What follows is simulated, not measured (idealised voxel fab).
Presented below is a process module, voxel self aligned vias.
Xsec cut, 225 nm wide, square cell size 5 nm.
In this document a cross-section is written as a grid of square cells. It is given as a series of bands, listed from the top down, and a band is one or more rows of cells.
Each band's line starts with the height of the band's top and of its bottom, in nm. Then come its materials from left to right, each with its width in nm. One material with "throughout" fills the band from edge to edge. "empty" is empty space.
We count height from 0. Below that, the starting wafer is all one material. The lowest band never ends at the bottom but goes on down; see "from 0 down" for how that is written.
A width such as "30->40" changes by the same amount from each row of cells to the next, from the band's top row to its bottom row.
The cross-section has no changed cell in any step marked "all unchanged".
This entry, "Voids lacking openings", enumerates those empty regions of no fewer than 8 cells that possess no open connection to the top. Each region is reported in the form width x height at distance, the distance being taken from the left edge, with all three quantities expressed in nm.
Post-settings text on a step line: simulator's own remark regarding the step.
When a step includes a mask, the "overlay nm" setting on its line states how far to the right of its planned place that mask lay, and negative values state how far to the left.

PLANNED STEP LIST FOR THE PROCESS
1. RECEIVE with material Si
2. CONFORMAL_DEP with material SiO2, thk nm 15
3. CONFORMAL_DEP with material SiCN, thk nm 5
4. DIRECTIONAL_DEP with material SiO2, thk nm 25
5. MASKED_ETCH with tone open, mask id LINES, width nm 25, pitch nm 55, etch materials SiO2, depth nm 25, overlay nm 0
6. CONFORMAL_DEP with material TiN, thk nm 5
7. FILL_DEP with material W, thk nm 10
8. CMP with height nm 45
9. SELECTIVE_ETCH with etch materials W Ru TiN, depth nm 5
10. FILL_DEP with material SiN, thk nm 5
11. CMP with height nm 45
12. DIRECTIONAL_DEP with material SiO2, thk nm 15
13. MASKED_ETCH with tone open, mask id VIAS, width nm 35, pitch nm 55, etch materials SiO2, depth nm 15, overlay nm 0
14. MASKED_ETCH with tone open, mask id VIAS, width nm 35, pitch nm 55, etch materials SiN, depth nm 5, overlay nm 0
15. CONFORMAL_DEP with material TiN, thk nm 5
16. FILL_DEP with material W, thk nm 10
17. CMP with height nm 60
18. CONFORMAL_DEP with material SiN, thk nm 5

WHAT FOLLOWS COVERS THE FIRST OF TWO WAFERS; IT RAN AS PLANNED

DELIVERED WAFER IN CROSS-SECTION: STATE AFTER STEP 1
> from 0 down | Si throughout
> Voids lacking openings: none

THE WAFER IN CROSS-SECTION ONCE STEP 2 IS COMPLETE
> from 15 to 0 | SiO2 throughout
> For the remainder of the cross-section, below 0, there is no change.

THE WAFER IN CROSS-SECTION ONCE STEP 3 IS COMPLETE
> from 20 to 15 | SiCN throughout
> For the remainder of the cross-section, below 15, there is no change.

THE WAFER IN CROSS-SECTION ONCE STEP 4 IS COMPLETE
> from 45 to 20 | SiO2 throughout
> For the remainder of the cross-section, below 20, there is no change.

THE WAFER IN CROSS-SECTION ONCE STEP 5 IS COMPLETE
> from 45 to 20 | 70 SiO2, then 25 empty, then 30 SiO2, then 25 empty, then 75 SiO2
> For the remainder of the cross-section, below 20, there is no change.

THE WAFER IN CROSS-SECTION ONCE STEP 6 IS COMPLETE
> from 50 to 45 | 75 TiN, then 15 empty, then 40 TiN, then 15 empty, then 80 TiN
> from 45 to 25 | 70 SiO2, then 5 TiN, then 15 empty, then 5 TiN, then 30 SiO2, then 5 TiN, then 15 empty, then 5 TiN, then 75 SiO2
> from 25 to 20 | 70 SiO2, then 25 TiN, then 30 SiO2, then 25 TiN, then 75 SiO2
> For the remainder of the cross-section, below 20, there is no change.

THE WAFER IN CROSS-SECTION ONCE STEP 7 IS COMPLETE
> from 60 to 50 | W throughout
> from 50 to 45 | 75 TiN, then 15 W, then 40 TiN, then 15 W, then 80 TiN
> from 45 to 25 | 70 SiO2, then 5 TiN, then 15 W, then 5 TiN, then 30 SiO2, then 5 TiN, then 15 W, then 5 TiN, then 75 SiO2
> For the remainder of the cross-section, below 25, there is no change.

THE WAFER IN CROSS-SECTION ONCE STEP 8 IS COMPLETE
> from 45 to 25 | 70 SiO2, then 5 TiN, then 15 W, then 5 TiN, then 30 SiO2, then 5 TiN, then 15 W, then 5 TiN, then 75 SiO2
> For the remainder of the cross-section, below 25, there is no change.

THE WAFER IN CROSS-SECTION ONCE STEP 9 IS COMPLETE
> from 45 to 40 | 70 SiO2, then 25 empty, then 30 SiO2, then 25 empty, then 75 SiO2
> For the remainder of the cross-section, below 40, there is no change.

THE WAFER IN CROSS-SECTION ONCE STEP 10 IS COMPLETE
> from 50 to 45 | SiN throughout
> from 45 to 40 | 70 SiO2, then 25 SiN, then 30 SiO2, then 25 SiN, then 75 SiO2
> For the remainder of the cross-section, below 40, there is no change.

THE WAFER IN CROSS-SECTION ONCE STEP 11 IS COMPLETE
> from 45 to 40 | 70 SiO2, then 25 SiN, then 30 SiO2, then 25 SiN, then 75 SiO2
> For the remainder of the cross-section, below 40, there is no change.

THE WAFER IN CROSS-SECTION ONCE STEP 12 IS COMPLETE
> from 60 to 45 | SiO2 throughout
> For the remainder of the cross-section, below 45, there is no change.

THE WAFER IN CROSS-SECTION ONCE STEP 13 IS COMPLETE
> from 60 to 45 | 65 SiO2, then 35 empty, then 20 SiO2, then 35 empty, then 70 SiO2
> For the remainder of the cross-section, below 45, there is no change.

THE WAFER IN CROSS-SECTION ONCE STEP 14 IS COMPLETE
> from 60 to 45 | 65 SiO2, then 35 empty, then 20 SiO2, then 35 empty, then 70 SiO2
> from 45 to 40 | 70 SiO2, then 25 empty, then 30 SiO2, then 25 empty, then 75 SiO2
> For the remainder of the cross-section, below 40, there is no change.

THE WAFER IN CROSS-SECTION ONCE STEP 15 IS COMPLETE
> from 65 to 60 | 70 TiN, then 25 empty, then 30 TiN, then 25 empty, then 75 TiN
> from 60 to 50 | 65 SiO2, then 5 TiN, then 25 empty, then 5 TiN, then 20 SiO2, then 5 TiN, then 25 empty, then 5 TiN, then 70 SiO2
> from 50 to 45 | 65 SiO2, then 10 TiN, then 15 empty, then 10 TiN, then 20 SiO2, then 10 TiN, then 15 empty, then 10 TiN, then 70 SiO2
> from 45 to 40 | 70 SiO2, then 25 TiN, then 30 SiO2, then 25 TiN, then 75 SiO2
> For the remainder of the cross-section, below 40, there is no change.

THE WAFER IN CROSS-SECTION ONCE STEP 16 IS COMPLETE
> from 75 to 65 | W throughout
> from 65 to 60 | 70 TiN, then 25 W, then 30 TiN, then 25 W, then 75 TiN
> from 60 to 50 | 65 SiO2, then 5 TiN, then 25 W, then 5 TiN, then 20 SiO2, then 5 TiN, then 25 W, then 5 TiN, then 70 SiO2
> from 50 to 45 | 65 SiO2, then 10 TiN, then 15 W, then 10 TiN, then 20 SiO2, then 10 TiN, then 15 W, then 10 TiN, then 70 SiO2
> For the remainder of the cross-section, below 45, there is no change.

THE WAFER IN CROSS-SECTION ONCE STEP 17 IS COMPLETE
> from 60 to 50 | 65 SiO2, then 5 TiN, then 25 W, then 5 TiN, then 20 SiO2, then 5 TiN, then 25 W, then 5 TiN, then 70 SiO2
> For the remainder of the cross-section, below 50, there is no change.

THE WAFER IN CROSS-SECTION ONCE STEP 18 IS COMPLETE
> from 65 to 60 | SiN throughout
> For the remainder of the cross-section, below 60, there is no change.

SECOND WAFER: SAME START AND SAME PLAN AS THE FIRST, ONE EXECUTION ERROR; IDENTICAL TO THE FIRST THROUGH STEP 4

SECOND WAFER, CROSS-SECTION, PLANNED END OF STEP 5
> from 45 to 20 | 75 SiO2, then 25 empty, then 30 SiO2, then 25 empty, then 70 SiO2
> For the remainder of the cross-section, below 20, there is no change.

SECOND WAFER, CROSS-SECTION, PLANNED END OF STEP 6
> from 50 to 45 | 80 TiN, then 15 empty, then 40 TiN, then 15 empty, then 75 TiN
> from 45 to 25 | 75 SiO2, then 5 TiN, then 15 empty, then 5 TiN, then 30 SiO2, then 5 TiN, then 15 empty, then 5 TiN, then 70 SiO2
> from 25 to 20 | 75 SiO2, then 25 TiN, then 30 SiO2, then 25 TiN, then 70 SiO2
> For the remainder of the cross-section, below 20, there is no change.

SECOND WAFER, CROSS-SECTION, PLANNED END OF STEP 7
> from 60 to 50 | W throughout
> from 50 to 45 | 80 TiN, then 15 W, then 40 TiN, then 15 W, then 75 TiN
> from 45 to 25 | 75 SiO2, then 5 TiN, then 15 W, then 5 TiN, then 30 SiO2, then 5 TiN, then 15 W, then 5 TiN, then 70 SiO2
> For the remainder of the cross-section, below 25, there is no change.

SECOND WAFER, CROSS-SECTION, PLANNED END OF STEP 8
> from 45 to 25 | 75 SiO2, then 5 TiN, then 15 W, then 5 TiN, then 30 SiO2, then 5 TiN, then 15 W, then 5 TiN, then 70 SiO2
> For the remainder of the cross-section, below 25, there is no change.

SECOND WAFER, CROSS-SECTION, PLANNED END OF STEP 9
> from 45 to 40 | 75 SiO2, then 25 empty, then 30 SiO2, then 25 empty, then 70 SiO2
> For the remainder of the cross-section, below 40, there is no change.

SECOND WAFER, CROSS-SECTION, PLANNED END OF STEP 10
> from 50 to 45 | SiN throughout
> from 45 to 40 | 75 SiO2, then 25 SiN, then 30 SiO2, then 25 SiN, then 70 SiO2
> For the remainder of the cross-section, below 40, there is no change.

SECOND WAFER, CROSS-SECTION, PLANNED END OF STEP 11
> from 45 to 40 | 75 SiO2, then 25 SiN, then 30 SiO2, then 25 SiN, then 70 SiO2
> For the remainder of the cross-section, below 40, there is no change.

SECOND WAFER, CROSS-SECTION, PLANNED END OF STEP 12
> from 60 to 45 | SiO2 throughout
> For the remainder of the cross-section, below 45, there is no change.

SECOND WAFER, CROSS-SECTION, PLANNED END OF STEP 13
> from 60 to 45 | 65 SiO2, then 35 empty, then 20 SiO2, then 35 empty, then 70 SiO2
> For the remainder of the cross-section, below 45, there is no change.

SECOND WAFER, CROSS-SECTION, PLANNED END OF STEP 14
> from 60 to 45 | 65 SiO2, then 35 empty, then 20 SiO2, then 35 empty, then 70 SiO2
> from 45 to 40 | 75 SiO2, then 25 empty, then 30 SiO2, then 25 empty, then 70 SiO2
> For the remainder of the cross-section, below 40, there is no change.

SECOND WAFER, CROSS-SECTION, PLANNED END OF STEP 15
> from 65 to 60 | 70 TiN, then 25 empty, then 30 TiN, then 25 empty, then 75 TiN
> from 60 to 50 | 65 SiO2, then 5 TiN, then 25 empty, then 5 TiN, then 20 SiO2, then 5 TiN, then 25 empty, then 5 TiN, then 70 SiO2
> from 50 to 45 | 65 SiO2, then 15 TiN, then 15 empty, then 5 TiN, then 20 SiO2, then 15 TiN, then 15 empty, then 5 TiN, then 70 SiO2
> from 45 to 40 | 75 SiO2, then 25 TiN, then 30 SiO2, then 25 TiN, then 70 SiO2
> For the remainder of the cross-section, below 40, there is no change.

SECOND WAFER, CROSS-SECTION, PLANNED END OF STEP 16
> from 75 to 65 | W throughout
> from 65 to 60 | 70 TiN, then 25 W, then 30 TiN, then 25 W, then 75 TiN
> from 60 to 50 | 65 SiO2, then 5 TiN, then 25 W, then 5 TiN, then 20 SiO2, then 5 TiN, then 25 W, then 5 TiN, then 70 SiO2
> from 50 to 45 | 65 SiO2, then 15 TiN, then 15 W, then 5 TiN, then 20 SiO2, then 15 TiN, then 15 W, then 5 TiN, then 70 SiO2
> For the remainder of the cross-section, below 45, there is no change.

SECOND WAFER, CROSS-SECTION, PLANNED END OF STEP 17
> from 60 to 50 | 65 SiO2, then 5 TiN, then 25 W, then 5 TiN, then 20 SiO2, then 5 TiN, then 25 W, then 5 TiN, then 70 SiO2
> For the remainder of the cross-section, below 50, there is no change.

SECOND WAFER, CROSS-SECTION, PLANNED END OF STEP 18
> from 65 to 60 | SiN throughout
> For the remainder of the cross-section, below 60, there is no change.
Diagnosis: off-plan run, step 5, actual operation and settings MASKED_ETCH with tone open, mask id LINES, width nm 25, pitch nm 55, etch materials SiO2, depth nm 25, overlay nm 5
The two final wafers agree on how many cells each material fills and disagree on which cells those are.
